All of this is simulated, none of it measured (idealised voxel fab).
Presented below is a process module, voxel wiring stack.
Square cells of 5 nm make up the cross-section cut, whose width is 140 nm.
Cross-sections here: square-cell grids, written as top-down lists of bands, a band being one or more rows of cells. A band entry consists of two parts. The first gives the height of the band's top and the height of its bottom, in nm. The rest lists the band's materials from left to right, each with its width in nm. A single material labelled with the word "edge to edge" fills the band from edge to edge, and the word "air" marks empty space. Where do heights start? At 0: under that level the wafer as delivered is made of one material only. And the lowest band has no floor; it just carries on downward, as in "z 0 and below". Quick explanation for "30->40": the width changes in equal steps down the rows of cells, from the first number in the band's top row to the second number in its bottom row. Key: "nothing changed" - step with no changed cell in the cross-section. "Sealed void inventory" contains a list of empty spaces, each no smaller than 8 cells and without an open way to the top, written in the form width x height at distance with the distance from the left edge and all three in nm. Post-settings text on a step line: simulator's own remark regarding the step. The line of a step may include "overlay nm". On a step with a mask, this value is how far to the right of its planned place the mask lay. A negative value means the mask lay to the left.

[The planned process steps are enumerated hereunder]
1 RECEIVE: material Si
2 CONFORMAL_DEP: material SiO2, thk nm 15
3 DIRECTIONAL_DEP: material TiN, thk nm 5
4 DIRECTIONAL_DEP: material Ru, thk nm 25
5 MASKED_ETCH: tone cover, mask id METAL_1, width nm 25, pitch nm 40, etch materials Ru, depth nm 25, overlay nm 0
6 MASKED_ETCH: tone cover, mask id METAL_1, width nm 25, pitch nm 40, etch materials TiN, depth nm 5, overlay nm 0
7 FILL_DEP: material lowk, thk nm 5
8 CMP: height nm 45
9 CONFORMAL_DEP: material SiCN, thk nm 5
10 DIRECTIONAL_DEP: material lowk, thk nm 20
11 MASKED_ETCH: tone open, mask id PLUG_1, width nm 15, pitch nm 80, etch materials lowk, depth nm 20, overlay nm 0
12 MASKED_ETCH: tone open, mask id PLUG_1, width nm 15, pitch nm 80, etch materials SiCN, depth nm 5, overlay nm 0
13 EPI: material Ru, thk nm 10
14 EPI: material Ru, thk nm 10
15 EPI: material Ru, thk nm 5
16 CONFORMAL_DEP: material SiCN, thk nm 5
17 DIRECTIONAL_DEP: material SiO2, thk nm 25
18 MASKED_ETCH: tone open, mask id METAL_2, width nm 25, pitch nm 40, etch materials SiO2, depth nm 25, overlay nm 0
19 MASKED_ETCH: tone open, mask id METAL_2, width nm 25, pitch nm 40, etch materials SiCN, depth nm 5, overlay nm 0
20 CONFORMAL_DEP: material TiN, thk nm 5
21 FILL_DEP: material Cu, thk nm 5
22 CMP: height nm 100
23 EPI: material Ru, thk nm 5
24 FILL_DEP: material SiCN, thk nm 5

[First of the two wafers, run per plan]

[As received (post step 1): cross-section]
	z 0 and below | Si edge to edge
	Sealed void inventory: none

[Cross-section through the wafer, step 2 finished]
	z 15 to 0 | SiO2 edge to edge
	Whatever lies below 0 is exactly as it was before.

[Cross-section through the wafer, step 3 finished]
	z 20 to 15 | TiN edge to edge
	Whatever lies below 15 is exactly as it was before.

[Cross-section through the wafer, step 4 finished]
	z 45 to 20 | Ru edge to edge
	Whatever lies below 20 is exactly as it was before.

[Cross-section through the wafer, step 5 finished]
	z 45 to 20 | air 15  Ru 25  air 15  Ru 25  air 15  Ru 25  air 20
	Whatever lies below 20 is exactly as it was before.

[Cross-section through the wafer, step 6 finished]
	z 45 to 20 | air 15  Ru 25  air 15  Ru 25  air 15  Ru 25  air 20
	z 20 to 15 | air 15  TiN 25  air 15  TiN 25  air 15  TiN 25  air 20
	Whatever lies below 15 is exactly as it was before.

[Cross-section through the wafer, step 7 finished]
	z 50 to 45 | lowk edge to edge
	z 45 to 20 | lowk 15  Ru 25  lowk 15  Ru 25  lowk 15  Ru 25  lowk 20
	z 20 to 15 | lowk 15  TiN 25  lowk 15  TiN 25  lowk 15  TiN 25  lowk 20
	Whatever lies below 15 is exactly as it was before.

[Cross-section through the wafer, step 8 finished]
	z 45 to 20 | lowk 15  Ru 25  lowk 15  Ru 25  lowk 15  Ru 25  lowk 20
	Whatever lies below 20 is exactly as it was before.

[Cross-section through the wafer, step 9 finished]
	z 50 to 45 | SiCN edge to edge
	Whatever lies below 45 is exactly as it was before.

[Cross-section through the wafer, step 10 finished]
	z 70 to 50 | lowk edge to edge
	Whatever lies below 50 is exactly as it was before.

[Cross-section through the wafer, step 11 finished]
	z 70 to 50 | lowk 15  air 15  lowk 65  air 15  lowk 30
	Whatever lies below 50 is exactly as it was before.

[Cross-section through the wafer, step 12 finished]
	z 70 to 50 | lowk 15  air 15  lowk 65  air 15  lowk 30
	z 50 to 45 | SiCN 15  air 15  SiCN 65  air 15  SiCN 30
	Whatever lies below 45 is exactly as it was before.

[Cross-section through the wafer, step 13 finished]
	z 70 to 55 | lowk 15  air 15  lowk 65  air 15  lowk 30
	z 55 to 50 | lowk 15  Ru 15  lowk 65  Ru 15  lowk 30
	z 50 to 45 | SiCN 15  Ru 15  SiCN 65  Ru 15  SiCN 30
	Whatever lies below 45 is exactly as it was before.

[Cross-section through the wafer, step 14 finished]
	z 70 to 65 | lowk 15  air 15  lowk 65  air 15  lowk 30
	z 65 to 50 | lowk 15  Ru 15  lowk 65  Ru 15  lowk 30
	Whatever lies below 50 is exactly as it was before.

[Cross-section through the wafer, step 15 finished]
	z 70 to 50 | lowk 15  Ru 15  lowk 65  Ru 15  lowk 30
	Whatever lies below 50 is exactly as it was before.

[Cross-section through the wafer, step 16 finished]
	z 75 to 70 | SiCN edge to edge
	Whatever lies below 70 is exactly as it was before.

[Cross-section through the wafer, step 17 finished]
	z 100 to 75 | SiO2 edge to edge
	Whatever lies below 75 is exactly as it was before.

[Cross-section through the wafer, step 18 finished]
	z 100 to 75 | SiO2 15  air 25  SiO2 15  air 25  SiO2 15  air 25  SiO2 20
	Whatever lies below 75 is exactly as it was before.

[Cross-section through the wafer, step 19 finished]
	z 100 to 75 | SiO2 15  air 25  SiO2 15  air 25  SiO2 15  air 25  SiO2 20
	z 75 to 70 | SiCN 15  air 25  SiCN 15  air 25  SiCN 15  air 25  SiCN 20
	Whatever lies below 70 is exactly as it was before.

[Cross-section through the wafer, step 20 finished]
	z 105 to 100 | TiN 20  air 15  TiN 25  air 15  TiN 25  air 15  TiN 25
	z 100 to 75 | SiO2 15  TiN 5  air 15  TiN 5  SiO2 15  TiN 5  air 15  TiN 5  SiO2 15  TiN 5  air 15  TiN 5  SiO2 20
	z 75 to 70 | SiCN 15  TiN 25  SiCN 15  TiN 25  SiCN 15  TiN 25  SiCN 20
	Whatever lies below 70 is exactly as it was before.

[Cross-section through the wafer, step 21 finished]
	z 110 to 105 | Cu edge to edge
	z 105 to 100 | TiN 20  Cu 15  TiN 25  Cu 15  TiN 25  Cu 15  TiN 25
	z 100 to 75 | SiO2 15  TiN 5  Cu 15  TiN 5  SiO2 15  TiN 5  Cu 15  TiN 5  SiO2 15  TiN 5  Cu 15  TiN 5  SiO2 20
	Whatever lies below 75 is exactly as it was before.

[Cross-section through the wafer, step 22 finished]
	z 100 to 75 | SiO2 15  TiN 5  Cu 15  TiN 5  SiO2 15  TiN 5  Cu 15  TiN 5  SiO2 15  TiN 5  Cu 15  TiN 5  SiO2 20
	Whatever lies below 75 is exactly as it was before.

[Cross-section through the wafer, step 23 finished]
	z 105 to 100 | air 10  Ru 35  air 5  Ru 35  air 5  Ru 35  air 15
	Whatever lies below 100 is exactly as it was before.

[Cross-section through the wafer, step 24 finished]
	z 110 to 105 | SiCN edge to edge
	z 105 to 100 | SiCN 10  Ru 35  SiCN 5  Ru 35  SiCN 5  Ru 35  SiCN 15
	Whatever lies below 100 is exactly as it was before.

[What follows concerns the second wafer, which started out like the first and was meant to follow the very same plan; one mistake crept in when it was run, but everything up to and including step 10 is the same as for the first wafer]

[The second wafer cut through, at the time step 11 was supposed to be finished]
	z 70 to 50 | lowk 20  air 15  lowk 65  air 15  lowk 25
	Whatever lies below 50 is exactly as it was before.

[The second wafer cut through, at the time step 12 was supposed to be finished]
	z 70 to 50 | lowk 20  air 15  lowk 65  air 15  lowk 25
	z 50 to 45 | SiCN 20  air 10  SiCN 70  air 10  SiCN 30
	Whatever lies below 45 is exactly as it was before.

[The second wafer cut through, at the time step 13 was supposed to be finished]
	z 70 to 55 | lowk 20  air 15  lowk 65  air 15  lowk 25
	z 55 to 50 | lowk 20  Ru 15  lowk 65  Ru 15  lowk 25
	z 50 to 45 | SiCN 20  Ru 10  SiCN 70  Ru 10  SiCN 30
	Whatever lies below 45 is exactly as it was before.

[The second wafer cut through, at the time step 14 was supposed to be finished]
	z 70 to 65 | lowk 20  air 15  lowk 65  air 15  lowk 25
	z 65 to 50 | lowk 20  Ru 15  lowk 65  Ru 15  lowk 25
	Whatever lies below 50 is exactly as it was before.

[The second wafer cut through, at the time step 15 was supposed to be finished]
	z 70 to 50 | lowk 20  Ru 15  lowk 65  Ru 15  lowk 25
	Whatever lies below 50 is exactly as it was before.

[The second wafer cut through, at the time step 16 was supposed to be finished]
	z 75 to 70 | SiCN edge to edge
	Whatever lies below 70 is exactly as it was before.

[The second wafer cut through, at the time step 17 was supposed to be finished]
	z 100 to 75 | SiO2 edge to edge
	Whatever lies below 75 is exactly as it was before.

[The second wafer cut through, at the time step 18 was supposed to be finished]
	z 100 to 75 | SiO2 15  air 25  SiO2 15  air 25  SiO2 15  air 25  SiO2 20
	Whatever lies below 75 is exactly as it was before.

[The second wafer cut through, at the time step 19 was supposed to be finished]
	z 100 to 75 | SiO2 15  air 25  SiO2 15  air 25  SiO2 15  air 25  SiO2 20
	z 75 to 70 | SiCN 15  air 25  SiCN 15  air 25  SiCN 15  air 25  SiCN 20
	Whatever lies below 70 is exactly as it was before.

[The second wafer cut through, at the time step 20 was supposed to be finished]
	z 105 to 100 | TiN 20  air 15  TiN 25  air 15  TiN 25  air 15  TiN 25
	z 100 to 75 | SiO2 15  TiN 5  air 15  TiN 5  SiO2 15  TiN 5  air 15  TiN 5  SiO2 15  TiN 5  air 15  TiN 5  SiO2 20
	z 75 to 70 | SiCN 15  TiN 25  SiCN 15  TiN 25  SiCN 15  TiN 25  SiCN 20
	Whatever lies below 70 is exactly as it was before.

[The second wafer cut through, at the time step 21 was supposed to be finished]
	z 110 to 105 | Cu edge to edge
	z 105 to 100 | TiN 20  Cu 15  TiN 25  Cu 15  TiN 25  Cu 15  TiN 25
	z 100 to 75 | SiO2 15  TiN 5  Cu 15  TiN 5  SiO2 15  TiN 5  Cu 15  TiN 5  SiO2 15  TiN 5  Cu 15  TiN 5  SiO2 20
	Whatever lies below 75 is exactly as it was before.

[The second wafer cut through, at the time step 22 was supposed to be finished]
	z 100 to 75 | SiO2 15  TiN 5  Cu 15  TiN 5  SiO2 15  TiN 5  Cu 15  TiN 5  SiO2 15  TiN 5  Cu 15  TiN 5  SiO2 20
	Whatever lies below 75 is exactly as it was before.

[The second wafer cut through, at the time step 23 was supposed to be finished]
	z 105 to 100 | air 10  Ru 35  air 5  Ru 35  air 5  Ru 35  air 15
	Whatever lies below 100 is exactly as it was before.

[The second wafer cut through, at the time step 24 was supposed to be finished]
	z 110 to 105 | SiCN edge to edge
	z 105 to 100 | SiCN 10  Ru 35  SiCN 5  Ru 35  SiCN 5  Ru 35  SiCN 15
	Whatever lies below 100 is exactly as it was before.
Nonconformance to the process plan: so step 11 ended up running with a different setting than we planned, it ran as MASKED_ETCH: tone open, mask id PLUG_1, width nm 15, pitch nm 80, etch materials lowk, depth nm 20, overlay nm 5
Per the end-of-run cell counts, the second wafer holds more or fewer of some materials than the first: -2 Ru; +2 SiCN
